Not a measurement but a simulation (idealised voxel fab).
You're looking at the process module voxel capacitor over wiring.
The figure presents cross-section cut, which has a width of 280 nm and is divided into square cells with an edge length of 5 nm.
A cross-section is a grid of square cells, given in bands from the top down. A band is one or more rows of cells. The entry gives the band's vertical extent as a top height and a bottom height in nm, then its horizontal make-up as materials from left to right, each with a width in nm. "blank" stands for empty space; a single material marked "full width" fills the band edge to edge. We count height from 0. Below that, the starting wafer is all one material. The lowest band never ends at the bottom but goes on down; see "0 nm and below" for how that is written. Think of "30->40" as a width that walks from the first number to the second as you go down the band, top row to bottom row, taking equal-sized steps from row to row. When a step is marked "remained unchanged", none of the cells in the cross-section changed during that step. "Closed internal cavities" - sealed voids, min. 8 cells, no opening to top; format: width x height at distance (distance from left edge; nm throughout). Text after the settings on a step's line: the simulator's own remark on that step. overlay nm: step with mask; distance mask lay right of planned place; negative value = left of planned place.
## List of planned process steps
| 1 | RECEIVE | material Si |
| 2 | CONFORMAL_DEP | material SiO2 | thk nm 10 |
| 3 | CONFORMAL_DEP | material SiN | thk nm 5 |
| 4 | DIRECTIONAL_DEP | material lowk | thk nm 20 |
| 5 | DIRECTIONAL_DEP | material aC | thk nm 10 |
| 6 | PATTERN | tone open | mask id METAL_1 | material resist | width nm 30 | pitch nm 80 | thk nm 25 | overlay nm 0 |
| 7 | DIRECTIONAL_ETCH | etch materials aC | depth nm 10 |
| 8 | STRIP | etch materials resist |
| 9 | DIRECTIONAL_ETCH | etch materials lowk | depth nm 20 |
| 10 | DIRECTIONAL_ETCH | etch materials SiN | depth nm 5 |
| 11 | STRIP | etch materials aC |
| 12 | CONFORMAL_DEP | material TiN | thk nm 5 |
| 13 | FILL_DEP | material Ru | thk nm 10 |
| 14 | CMP | height nm 35 |
| 15 | EPI | material Ru | thk nm 5 |
| 16 | FILL_DEP | material SiCN | thk nm 5 |
| 17 | DIRECTIONAL_DEP | material SiO2 | thk nm 20 |
| 18 | PATTERN | tone open | mask id PLUG_1 | material resist | width nm 15 | thk nm 15 | overlay nm 0 |
| 19 | DIRECTIONAL_ETCH | etch materials SiO2 | depth nm 20 |
| 20 | DIRECTIONAL_ETCH | etch materials SiCN | depth nm 5 |
| 21 | STRIP | etch materials resist |
| 22 | EPI | material Ru | thk nm 10 |
| 23 | EPI | material Ru | thk nm 10 |
| 24 | EPI | material Ru | thk nm 5 |
| 25 | DIRECTIONAL_DEP | material TiN | thk nm 5 |
| 26 | DIRECTIONAL_DEP | material Al2O3 | thk nm 5 |
| 27 | DIRECTIONAL_DEP | material TiN | thk nm 5 |
| 28 | MASKED_ETCH | tone cover | mask id UPPER_PLATE | width nm 55 | etch materials TiN | depth nm 5 | overlay nm 0 |
| 29 | MASKED_ETCH | tone cover | mask id UPPER_PLATE | width nm 55 | etch materials Al2O3 | depth nm 5 | overlay nm 0 |
| 30 | PATTERN | tone cover | mask id LOWER_PLATE | material resist | width nm 65 | thk nm 20 | overlay nm 0 |
| 31 | DIRECTIONAL_ETCH | etch materials TiN | depth nm 5 |
| 32 | STRIP | etch materials resist |
| 33 | FILL_DEP | material SiO2 | thk nm 15 |
| 34 | CMP | height nm 90 |
| 35 | PATTERN | tone open | mask id PLUG_2 | material resist | width nm 15 | thk nm 20 | overlay nm 0 |
| 36 | DIRECTIONAL_ETCH | etch materials SiO2 | depth nm 10 |
| 37 | STRIP | etch materials resist |
| 38 | CONFORMAL_DEP | material TiN | thk nm 5 |
| 39 | FILL_DEP | material W | thk nm 5 |
| 40 | CMP | height nm 90 |
| 41 | CONFORMAL_DEP | material SiN | thk nm 5 |
## Wafer at receipt (post step 1), cross-section
- 0 nm and below | Si full width
- Closed internal cavities: none
## End-of-module cross-section of the first of two wafers, processed as planned
- 95 nm to 90 nm | SiN full width
- 90 nm to 85 nm | SiO2: 110; TiN: 5; W: 5; TiN: 5; SiO2: 155
- 85 nm to 75 nm | SiO2: 110->100; TiN: 15->55; SiO2: 155->125
- 75 nm to 70 nm | SiO2: 100; Al2O3: 55; SiO2: 125
- 70 nm to 65 nm | SiO2: 95; TiN: 65; SiO2: 120
- 65 nm to 45 nm | SiO2: 100; Ru: 15; SiO2: 165
- 45 nm to 40 nm | SiCN: 100; Ru: 15; SiCN: 165
- 40 nm to 35 nm | SiCN: 80; Ru: 40; SiCN: 40; Ru: 40; SiCN: 80
- 35 nm to 15 nm | lowk: 85; TiN: 5; Ru: 20; TiN: 5; lowk: 50; TiN: 5; Ru: 20; TiN: 5; lowk: 85
- 15 nm to 10 nm | SiN: 85; TiN: 30; SiN: 50; TiN: 30; SiN: 85
- 10 nm to 0 nm | SiO2 full width
- 0 nm and below | Si full width
- Closed internal cavities: none
## This is the second of the two wafers, cross-sectioned at the end of the module; it started exactly like the first and was given the same plan, but it was run with one mistake
- 95 nm to 90 nm | SiN full width
- 90 nm to 85 nm | SiO2: 110; TiN: 5; W: 5; TiN: 5; SiO2: 155
- 85 nm to 75 nm | SiO2: 110->100; TiN: 15->55; SiO2: 155->125
- 75 nm to 70 nm | SiO2: 100; Al2O3: 55; SiO2: 125
- 70 nm to 65 nm | SiO2: 95; TiN: 65; SiO2: 120
- 65 nm to 45 nm | SiO2: 90; Ru: 15; SiO2: 175
- 45 nm to 40 nm | SiCN: 90; Ru: 15; SiCN: 175
- 40 nm to 35 nm | SiCN: 80; Ru: 40; SiCN: 40; Ru: 40; SiCN: 80
- 35 nm to 15 nm | lowk: 85; TiN: 5; Ru: 20; TiN: 5; lowk: 50; TiN: 5; Ru: 20; TiN: 5; lowk: 85
- 15 nm to 10 nm | SiN: 85; TiN: 30; SiN: 50; TiN: 30; SiN: 85
- 10 nm to 0 nm | SiO2 full width
- 0 nm and below | Si full width
- Closed internal cavities: none
Against the plan, the run slipped here: step 18 was run on a setting that differed from the plan, and what really ran there is PATTERN | tone open | mask id PLUG_1 | material resist | width nm 15 | thk nm 15 | overlay nm -10
Comparing end states, the material composition by cell count is preserved from the first wafer to the second, while the locations of the cells are not.
